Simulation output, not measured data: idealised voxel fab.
The process module presented herein is designated voxel gate over fins.
Xsec cut, 240 nm wide, square cell size 5 nm.
Bands, listed from the top down, are how a cross-section gets written in this document; the cross-section itself is a grid of square cells, and a band is one or more rows of them. Heads up on the band format: heights come first, top then bottom, in nm. After that it's the materials left to right, each with its width in nm. A single material flagged "edge to edge" fills the whole band edge to edge, and "blank" means there's empty space there. Beneath 0, the wafer as received is one material, and that level is where height counting begins. The lowest band goes on downward without a bottom; it is written like "from 0 down". Top row gets the first number, bottom row gets the second, and each row in between changes by the same step: that is how a band width like "30..40" works. Given "left unchanged" for a step, no cell of the cross-section differs between before and after that step. Reported under the label "Entrapped voids" are the empty spaces having no open way to the top and comprising 8 cells or more; the notation for each is width x height at distance, in which the distance is measured from the left edge and all three values are in nm. The remark found on a step's line after its settings is issued by the simulator itself and pertains to that step. The optional step-line setting "overlay nm" applies to steps with a mask and quantifies how far to the right of its planned location the mask lay, a negative value indicating leftward placement.

## List of planned process steps
1: RECEIVE (material Si)
2: CONFORMAL_DEP (material SiN; thk nm 5)
3: PATTERN (tone cover; mask id FINS; material resist; width nm 15; pitch nm 55; thk nm 20; overlay nm 0)
4: DIRECTIONAL_ETCH (etch materials SiN; depth nm 5)
5: DIRECTIONAL_ETCH (etch materials Si; depth nm 35)
6: STRIP (etch materials resist)
7: OXIDIZE (depth nm 5)
8: FILL_DEP (material SiO2; thk nm 15)
9: CMP (height nm 5)
10: MASKED_ETCH (tone open; mask id RAIL; width nm 15; etch materials SiO2; depth nm 35; overlay nm 0)
11: CONFORMAL_DEP (material TiN; thk nm 5)
12: FILL_DEP (material Ru; thk nm 10)
13: CMP (height nm 5)
14: SELECTIVE_ETCH (etch materials W Ru TiN; depth nm 25)
15: FILL_DEP (material SiO2; thk nm 5)
16: CMP (height nm 5)
17: SELECTIVE_ETCH (etch materials SiO2; depth nm 15)
18: STRIP (etch materials SiN)
19: CONFORMAL_DEP (material HfO2; thk nm 5)
20: CONFORMAL_DEP (material TiN; thk nm 5)
21: CONFORMAL_DEP (material TiAl; thk nm 5)
22: CONFORMAL_DEP (material TiN; thk nm 5)
23: FILL_DEP (material W; thk nm 10)
24: CMP (height nm 25)
25: CONFORMAL_DEP (material SiCN; thk nm 10)

## Below: the first of two wafers, run as planned

## This is the cross-section of the wafer as we received it, i.e. after step 1
from 0 down  Si edge to edge
Entrapped voids: none

## Wafer xsec, post step 2
from 5 to 0  SiN edge to edge
No changes below 0.

## Wafer xsec, post step 3
from 25 to 5  85 nm blank | 15 nm resist | 40 nm blank | 15 nm resist | 85 nm blank
No changes below 5.

## Wafer xsec, post step 4
from 25 to 5  85 nm blank | 15 nm resist | 40 nm blank | 15 nm resist | 85 nm blank
from 5 to 0  85 nm blank | 15 nm SiN | 40 nm blank | 15 nm SiN | 85 nm blank
No changes below 0.

## Wafer xsec, post step 5
from 25 to 5  85 nm blank | 15 nm resist | 40 nm blank | 15 nm resist | 85 nm blank
from 5 to 0  85 nm blank | 15 nm SiN | 40 nm blank | 15 nm SiN | 85 nm blank
from 0 to -35  85 nm blank | 15 nm Si | 40 nm blank | 15 nm Si | 85 nm blank
No changes below -35.

## Wafer xsec, post step 6
from 5 to 0  85 nm blank | 15 nm SiN | 40 nm blank | 15 nm SiN | 85 nm blank
No changes below 0.

## Wafer xsec, post step 7
from 5 to 0  85 nm blank | 15 nm SiN | 40 nm blank | 15 nm SiN | 85 nm blank
from 0 to -35  85 nm blank | 5 nm SiO2 | 5 nm Si | 5 nm SiO2 | 40 nm blank | 5 nm SiO2 | 5 nm Si | 5 nm SiO2 | 85 nm blank
from -35 to -40  90 nm SiO2 | 5 nm Si | 50 nm SiO2 | 5 nm Si | 90 nm SiO2
No changes below -40.

## Wafer xsec, post step 8
from 20 to 5  SiO2 edge to edge
from 5 to 0  85 nm SiO2 | 15 nm SiN | 40 nm SiO2 | 15 nm SiN | 85 nm SiO2
from 0 to -40  90 nm SiO2 | 5 nm Si | 50 nm SiO2 | 5 nm Si | 90 nm SiO2
No changes below -40.

## Wafer xsec, post step 9
from 5 to 0  85 nm SiO2 | 15 nm SiN | 40 nm SiO2 | 15 nm SiN | 85 nm SiO2
No changes below 0.

## Wafer xsec, post step 10
from 5 to 0  85 nm SiO2 | 15 nm SiN | 10 nm SiO2 | 15 nm blank | 15 nm SiO2 | 15 nm SiN | 85 nm SiO2
from 0 to -30  90 nm SiO2 | 5 nm Si | 15 nm SiO2 | 15 nm blank | 20 nm SiO2 | 5 nm Si | 90 nm SiO2
No changes below -30.

## Wafer xsec, post step 11
from 10 to 5  115 nm TiN | 5 nm blank | 120 nm TiN
from 5 to 0  85 nm SiO2 | 15 nm SiN | 10 nm SiO2 | 5 nm TiN | 5 nm blank | 5 nm TiN | 15 nm SiO2 | 15 nm SiN | 85 nm SiO2
from 0 to -25  90 nm SiO2 | 5 nm Si | 15 nm SiO2 | 5 nm TiN | 5 nm blank | 5 nm TiN | 20 nm SiO2 | 5 nm Si | 90 nm SiO2
from -25 to -30  90 nm SiO2 | 5 nm Si | 15 nm SiO2 | 15 nm TiN | 20 nm SiO2 | 5 nm Si | 90 nm SiO2
No changes below -30.

## Wafer xsec, post step 12
from 20 to 10  Ru edge to edge
from 10 to 5  115 nm TiN | 5 nm Ru | 120 nm TiN
from 5 to 0  85 nm SiO2 | 15 nm SiN | 10 nm SiO2 | 5 nm TiN | 5 nm Ru | 5 nm TiN | 15 nm SiO2 | 15 nm SiN | 85 nm SiO2
from 0 to -25  90 nm SiO2 | 5 nm Si | 15 nm SiO2 | 5 nm TiN | 5 nm Ru | 5 nm TiN | 20 nm SiO2 | 5 nm Si | 90 nm SiO2
No changes below -25.

## Wafer xsec, post step 13
from 5 to 0  85 nm SiO2 | 15 nm SiN | 10 nm SiO2 | 5 nm TiN | 5 nm Ru | 5 nm TiN | 15 nm SiO2 | 15 nm SiN | 85 nm SiO2
No changes below 0.

## Wafer xsec, post step 14
from 5 to 0  85 nm SiO2 | 15 nm SiN | 10 nm SiO2 | 15 nm blank | 15 nm SiO2 | 15 nm SiN | 85 nm SiO2
from 0 to -20  90 nm SiO2 | 5 nm Si | 15 nm SiO2 | 15 nm blank | 20 nm SiO2 | 5 nm Si | 90 nm SiO2
No changes below -20.

## Wafer xsec, post step 15
from 10 to 5  SiO2 edge to edge
from 5 to 0  85 nm SiO2 | 15 nm SiN | 40 nm SiO2 | 15 nm SiN | 85 nm SiO2
from 0 to -20  90 nm SiO2 | 5 nm Si | 50 nm SiO2 | 5 nm Si | 90 nm SiO2
No changes below -20.

## Wafer xsec, post step 16
from 5 to 0  85 nm SiO2 | 15 nm SiN | 40 nm SiO2 | 15 nm SiN | 85 nm SiO2
No changes below 0.

## Wafer xsec, post step 17
from 5 to 0  85 nm blank | 15 nm SiN | 40 nm blank | 15 nm SiN | 85 nm blank
from 0 to -10  90 nm blank | 5 nm Si | 50 nm blank | 5 nm Si | 90 nm blank
No changes below -10.

## Wafer xsec, post step 18
from 0 to -10  90 nm blank | 5 nm Si | 50 nm blank | 5 nm Si | 90 nm blank
No changes below -10.

## Wafer xsec, post step 19
from 5 to 0  85 nm blank | 15 nm HfO2 | 40 nm blank | 15 nm HfO2 | 85 nm blank
from 0 to -5  85 nm blank | 5 nm HfO2 | 5 nm Si | 5 nm HfO2 | 40 nm blank | 5 nm HfO2 | 5 nm Si | 5 nm HfO2 | 85 nm blank
from -5 to -10  90 nm HfO2 | 5 nm Si | 50 nm HfO2 | 5 nm Si | 90 nm HfO2
No changes below -10.

## Wafer xsec, post step 20
from 10 to 5  80 nm blank | 25 nm TiN | 30 nm blank | 25 nm TiN | 80 nm blank
from 5 to 0  80 nm blank | 5 nm TiN | 15 nm HfO2 | 5 nm TiN | 30 nm blank | 5 nm TiN | 15 nm HfO2 | 5 nm TiN | 80 nm blank
from 0 to -5  85 nm TiN | 5 nm HfO2 | 5 nm Si | 5 nm HfO2 | 40 nm TiN | 5 nm HfO2 | 5 nm Si | 5 nm HfO2 | 85 nm TiN
No changes below -5.

## Wafer xsec, post step 21
from 15 to 10  75 nm blank | 35 nm TiAl | 20 nm blank | 35 nm TiAl | 75 nm blank
from 10 to 5  75 nm blank | 5 nm TiAl | 25 nm TiN | 5 nm TiAl | 20 nm blank | 5 nm TiAl | 25 nm TiN | 5 nm TiAl | 75 nm blank
from 5 to 0  80 nm TiAl | 5 nm TiN | 15 nm HfO2 | 5 nm TiN | 30 nm TiAl | 5 nm TiN | 15 nm HfO2 | 5 nm TiN | 80 nm TiAl
No changes below 0.

## Wafer xsec, post step 22
from 20 to 15  70 nm blank | 45 nm TiN | 10 nm blank | 45 nm TiN | 70 nm blank
from 15 to 10  70 nm blank | 5 nm TiN | 35 nm TiAl | 5 nm TiN | 10 nm blank | 5 nm TiN | 35 nm TiAl | 5 nm TiN | 70 nm blank
from 10 to 5  75 nm TiN | 5 nm TiAl | 25 nm TiN | 5 nm TiAl | 20 nm TiN | 5 nm TiAl | 25 nm TiN | 5 nm TiAl | 75 nm TiN
No changes below 5.

## Wafer xsec, post step 23
from 30 to 20  W edge to edge
from 20 to 15  70 nm W | 45 nm TiN | 10 nm W | 45 nm TiN | 70 nm W
from 15 to 10  70 nm W | 5 nm TiN | 35 nm TiAl | 5 nm TiN | 10 nm W | 5 nm TiN | 35 nm TiAl | 5 nm TiN | 70 nm W
No changes below 10.

## Wafer xsec, post step 24
from 25 to 20  W edge to edge
No changes below 20.

## Wafer xsec, post step 25
from 35 to 25  SiCN edge to edge
No changes below 25.

## What follows concerns the second wafer, which started out like the first and was meant to follow the very same plan; one mistake crept in when it was run, but everything up to and including step 19 is the same as for the first wafer

## Second wafer, cut view, end of step 20 per plan
from 20 to 10  70 nm blank | 45 nm TiN | 10 nm blank | 45 nm TiN | 70 nm blank
from 10 to 5  TiN edge to edge
from 5 to 0  85 nm TiN | 15 nm HfO2 | 40 nm TiN | 15 nm HfO2 | 85 nm TiN
from 0 to -5  85 nm TiN | 5 nm HfO2 | 5 nm Si | 5 nm HfO2 | 40 nm TiN | 5 nm HfO2 | 5 nm Si | 5 nm HfO2 | 85 nm TiN
No changes below -5.

## Second wafer, cut view, end of step 21 per plan
from 25 to 20  65 nm blank | 110 nm TiAl | 65 nm blank
from 20 to 15  65 nm blank | 5 nm TiAl | 45 nm TiN | 10 nm TiAl | 45 nm TiN | 5 nm TiAl | 65 nm blank
from 15 to 10  70 nm TiAl | 45 nm TiN | 10 nm TiAl | 45 nm TiN | 70 nm TiAl
No changes below 10.

## Second wafer, cut view, end of step 22 per plan
from 30 to 25  60 nm blank | 120 nm TiN | 60 nm blank
from 25 to 20  60 nm blank | 5 nm TiN | 110 nm TiAl | 5 nm TiN | 60 nm blank
from 20 to 15  65 nm TiN | 5 nm TiAl | 45 nm TiN | 10 nm TiAl | 45 nm TiN | 5 nm TiAl | 65 nm TiN
No changes below 15.

## Second wafer, cut view, end of step 23 per plan
from 40 to 30  W edge to edge
from 30 to 25  60 nm W | 120 nm TiN | 60 nm W
from 25 to 20  60 nm W | 5 nm TiN | 110 nm TiAl | 5 nm TiN | 60 nm W
No changes below 20.

## Second wafer, cut view, end of step 24 per plan
from 25 to 20  60 nm W | 5 nm TiN | 110 nm TiAl | 5 nm TiN | 60 nm W
No changes below 20.

## Second wafer, cut view, end of step 25 per plan
from 35 to 25  SiCN edge to edge
No changes below 25.
Against the plan, the run slipped here: step 20 was processed under conditions differing from the plan, specifically as CONFORMAL_DEP (material TiN; thk nm 15)
Wafer comparison, final, in cells, second relative to first, materials more or fewer: TiN +84, W -84
